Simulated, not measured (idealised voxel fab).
Herein follows the process module entitled voxel self aligned contacts.
Section cut is 210 nm wide and gridded with 5 nm square cells.
Heads up, the way a cross-section reads in here is a grid of square cells, handed over as bands from the top down, with every band being one or more rows of cells.
The band entry comprises the height of the band's top followed by the height of its bottom, expressed in nm, and subsequently the band's materials from left to right, each stated together with its width in nm. Where a single material is marked with the word "everywhere", that material fills the band from edge to edge. The word "empty" represents empty space.
Zero point of the height axis is 0; under it, received wafer = one material. Lowest band: continues down indefinitely, "top 0, no bottom".
Think of "30..40" as a width that walks from the first number to the second as you go down the band, top row to bottom row, taking equal-sized steps from row to row.
What does "remained the same" mean for a step? It means no cell of the cross-section changed in that step.
Look at "Enclosed void listing" for the closed voids: empty spaces with no open path to the top, sized 8 cells or up. Each is width x height at distance, distance from the left edge, all nm.
Formally, on a step line, whatever follows the settings is a remark that the simulator itself makes on the step.
"overlay nm", when on a step's line for a step with a mask, measures how far to the right of its planned place the mask lay; a negative measure means to the left.
Process steps (planned):
| 1 | op RECEIVE | material Si |
| 2 | op OXIDIZE | depth nm 5 |
| 3 | op DIRECTIONAL_DEP | material polySi | thk nm 25 |
| 4 | op DIRECTIONAL_DEP | material SiN | thk nm 15 |
| 5 | op DIRECTIONAL_DEP | material aC | thk nm 10 |
| 6 | op PATTERN | tone cover | mask id GATE | material resist | width nm 25 | pitch nm 55 | thk nm 25 | overlay nm 0 |
| 7 | op DIRECTIONAL_ETCH | etch materials aC | depth nm 10 |
| 8 | op STRIP | etch materials resist |
| 9 | op DIRECTIONAL_ETCH | etch materials SiN | depth nm 15 |
| 10 | op DIRECTIONAL_ETCH | etch materials polySi | depth nm 30 |
| 11 | op STRIP | etch materials aC |
| 12 | op CONFORMAL_DEP | material SiN | thk nm 5 |
| 13 | op DIRECTIONAL_ETCH | etch materials SiN | depth nm 5 |
| 14 | op FILL_DEP | material SiO2 | thk nm 15 |
| 15 | op CMP | height nm 55 |
| 16 | op PATTERN | tone open | mask id CONTACT | material resist | width nm 40 | pitch nm 55 | thk nm 20 | overlay nm 0 |
| 17 | op DIRECTIONAL_ETCH | etch materials SiO2 | depth nm 60 |
| 18 | op STRIP | etch materials resist |
| 19 | op CONFORMAL_DEP | material TiN | thk nm 5 |
| 20 | op FILL_DEP | material Ru | thk nm 10 |
| 21 | op CMP | height nm 55 |
| 22 | op CONFORMAL_DEP | material SiN | thk nm 5 |
All wafers enter the flow in the same state. The thk nm at step 3 differs from wafer to wafer, and the plan gives the value for the first wafer.
Cross-sectional view of the first of several wafers in the as-received condition, corresponding to the state following step 1:
- top 0, no bottom = Si everywhere
- Enclosed void listing: none
Cross-section of the first of several wafers once the module has run through its last step, step 22:
- top 60, bottom 55 = SiN everywhere
- top 55, bottom 45 = SiO2 55 nm, TiN 5 nm, Ru 30 nm, TiN 5 nm, SiO2 15 nm, TiN 5 nm, Ru 30 nm, TiN 5 nm, SiO2 60 nm
- top 45, bottom 40 = SiO2 55 nm, TiN 15 nm, Ru 10 nm, TiN 15 nm, SiO2 15 nm, TiN 15 nm, Ru 10 nm, TiN 15 nm, SiO2 60 nm
- top 40, bottom 25 = SiO2 30 nm, SiN 35 nm, TiN 5 nm, Ru 10 nm, TiN 5 nm, SiN 35 nm, TiN 5 nm, Ru 10 nm, TiN 5 nm, SiN 35 nm, SiO2 35 nm
- top 25, bottom 0 = SiO2 30 nm, SiN 5 nm, polySi 25 nm, SiN 5 nm, TiN 5 nm, Ru 10 nm, TiN 5 nm, SiN 5 nm, polySi 25 nm, SiN 5 nm, TiN 5 nm, Ru 10 nm, TiN 5 nm, SiN 5 nm, polySi 25 nm, SiN 5 nm, SiO2 35 nm
- top 0, bottom -5 = SiO2 65 nm, TiN 20 nm, SiO2 35 nm, TiN 20 nm, SiO2 70 nm
- top -5, no bottom = Si everywhere
- Enclosed void listing: none
Last wafer of the set, cross-sectioned at end of module:
- top 60, bottom 55 = SiN everywhere
- top 55, bottom 45 = SiO2 30 nm, SiN 35 nm, TiN 5 nm, Ru 10 nm, TiN 5 nm, SiN 35 nm, TiN 5 nm, Ru 10 nm, TiN 5 nm, SiN 35 nm, SiO2 35 nm
- top 45, bottom 20 = SiO2 30 nm, SiN 5 nm, polySi 25 nm, SiN 5 nm, TiN 5 nm, Ru 10 nm, TiN 5 nm, SiN 5 nm, polySi 25 nm, SiN 5 nm, TiN 5 nm, Ru 10 nm, TiN 5 nm, SiN 5 nm, polySi 25 nm, SiN 5 nm, SiO2 35 nm
- top 20, bottom 15 = SiO2 30 nm, SiN 5 nm, polySi 25 nm, SiN 5 nm, TiN 20 nm, SiN 5 nm, polySi 25 nm, SiN 5 nm, TiN 20 nm, SiN 5 nm, polySi 25 nm, SiN 5 nm, SiO2 35 nm
- top 15, bottom 0 = polySi everywhere
- top 0, bottom -5 = SiO2 everywhere
- top -5, no bottom = Si everywhere
- Enclosed void listing: none
Per wafer, end of module: cells gained (+) or lost (-) per material since receipt, then closed voids:
thk nm 25 | +60 Ru | -42 Si | +135 SiN | +216 SiO2 | +60 TiN | +75 polySi | Enclosed void listing: none
thk nm 30 | +52 Ru | -42 Si | +141 SiN | +203 SiO2 | +60 TiN | +90 polySi | Enclosed void listing: none
thk nm 35 | +36 Ru | -42 Si | +141 SiN | +185 SiO2 | +52 TiN | +132 polySi | Enclosed void listing: none
thk nm 40 | +32 Ru | -42 Si | +141 SiN | +159 SiO2 | +40 TiN | +174 polySi | Enclosed void listing: none
thk nm 45 | +28 Ru | -42 Si | +120 SiN | +146 SiO2 | +36 TiN | +216 polySi | Enclosed void listing: none
